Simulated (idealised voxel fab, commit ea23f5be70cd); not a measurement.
The following is a process module called voxel ribs on slabs.
For reference, the cross-section in this document is cut, with width 215 nm and square cells of 5 nm.
Cross-section layout: square cells on a grid; listed as bands, top to bottom; a band spans one or more cell rows. Band: top height; bottom height; in nm. Then, left to right: material with width in nm, for each material. "all across": a single material spanning edge to edge. "blank": empty space. The level at which height equals 0 is the one under which the wafer, as it arrives, is entirely one material. No lower edge exists for the bottom band, which continues downward and is notated as in "0..down". It should be noted that a width expressed as "30 to 40" varies in equal increments from row to row of cells within the band, taking the value of the first number at the top row and that of the second number at the bottom row. Step note "nothing different" = no cross-section cell changed. Look at "Voids, enclosed" for the closed voids: empty spaces with no open path to the top, sized 8 cells or up. Each is width x height at distance, distance from the left edge, all nm. Text after the settings on a step's line: the simulator's own remark on that step. "overlay nm", when on a step's line for a step with a mask, measures how far to the right of its planned place the mask lay; a negative measure means to the left.

This section lists the process steps that were planned
| 1 | RECEIVE (material Si) |
| 2 | DIRECTIONAL_DEP (material SiO2; thk nm 20) |
| 3 | DIRECTIONAL_DEP (material SiN; thk nm 25) |
| 4 | MASKED_ETCH (tone cover; mask id RIB; width nm 30; etch materials SiN; depth nm 10; overlay nm 0) |
| 5 | MASKED_ETCH (tone cover; mask id SLAB; width nm 70; etch materials SiN; depth nm 15; overlay nm 0) |
| 6 | FILL_DEP (material SiO2; thk nm 20) |
| 7 | CMP (height nm 55) |
| 8 | DIRECTIONAL_DEP (material W; thk nm 5) |
| 9 | MASKED_ETCH (tone cover; mask id HEATER; width nm 40; etch materials W; depth nm 5; overlay nm 0) |
| 10 | CONFORMAL_DEP (material SiO2; thk nm 5) |

On the first of the two wafers: run conducted according to plan

Cross-sectional view of the wafer in its as-received condition, corresponding to the state after step 1
    0..down | Si all across
    Voids, enclosed: none

How the wafer stands in section after step 2
    20..0 | SiO2 all across
    Whatever lies below 0 is exactly as it was before.

How the wafer stands in section after step 3
    45..20 | SiN all across
    Whatever lies below 20 is exactly as it was before.

How the wafer stands in section after step 4
    45..35 | blank 90 nm; SiN 30 nm; blank 95 nm
    Whatever lies below 35 is exactly as it was before.

How the wafer stands in section after step 5
    45..35 | blank 90 nm; SiN 30 nm; blank 95 nm
    35..20 | blank 70 nm; SiN 70 nm; blank 75 nm
    Whatever lies below 20 is exactly as it was before.

How the wafer stands in section after step 6
    65..45 | SiO2 all across
    45..35 | SiO2 90 nm; SiN 30 nm; SiO2 95 nm
    35..20 | SiO2 70 nm; SiN 70 nm; SiO2 75 nm
    Whatever lies below 20 is exactly as it was before.

How the wafer stands in section after step 7
    55..45 | SiO2 all across
    Whatever lies below 45 is exactly as it was before.

How the wafer stands in section after step 8
    60..55 | W all across
    Whatever lies below 55 is exactly as it was before.

How the wafer stands in section after step 9
    60..55 | blank 85 nm; W 40 nm; blank 90 nm
    Whatever lies below 55 is exactly as it was before.

How the wafer stands in section after step 10
    65..60 | blank 80 nm; SiO2 50 nm; blank 85 nm
    60..55 | SiO2 85 nm; W 40 nm; SiO2 90 nm
    Whatever lies below 55 is exactly as it was before.

Notes, second wafer: start = first wafer's, plan = first wafer's, execution had one mistake; history identical to first through step 3

Cross-section, second wafer, at the end time the plan gives for step 4
    45..35 | blank 95 nm; SiN 30 nm; blank 90 nm
    Whatever lies below 35 is exactly as it was before.

Cross-section, second wafer, at the end time the plan gives for step 5
    45..35 | blank 95 nm; SiN 30 nm; blank 90 nm
    35..20 | blank 70 nm; SiN 70 nm; blank 75 nm
    Whatever lies below 20 is exactly as it was before.

Cross-section, second wafer, at the end time the plan gives for step 6
    65..45 | SiO2 all across
    45..35 | SiO2 95 nm; SiN 30 nm; SiO2 90 nm
    35..20 | SiO2 70 nm; SiN 70 nm; SiO2 75 nm
    Whatever lies below 20 is exactly as it was before.

Cross-section, second wafer, at the end time the plan gives for step 7
    55..45 | SiO2 all across
    Whatever lies below 45 is exactly as it was before.

Cross-section, second wafer, at the end time the plan gives for step 8
    60..55 | W all across
    Whatever lies below 55 is exactly as it was before.

Cross-section, second wafer, at the end time the plan gives for step 9
    60..55 | blank 85 nm; W 40 nm; blank 90 nm
    Whatever lies below 55 is exactly as it was before.

Cross-section, second wafer, at the end time the plan gives for step 10
    65..60 | blank 80 nm; SiO2 50 nm; blank 85 nm
    60..55 | SiO2 85 nm; W 40 nm; SiO2 90 nm
    Whatever lies below 55 is exactly as it was before.
The mistake made against the process plan was this: step 4 ran as: MASKED_ETCH (tone cover; mask id RIB; width nm 30; etch materials SiN; depth nm 10; overlay nm 5)
When the process is done, the second wafer contains the same cell count of every material as the first wafer, but distributed over other locations.
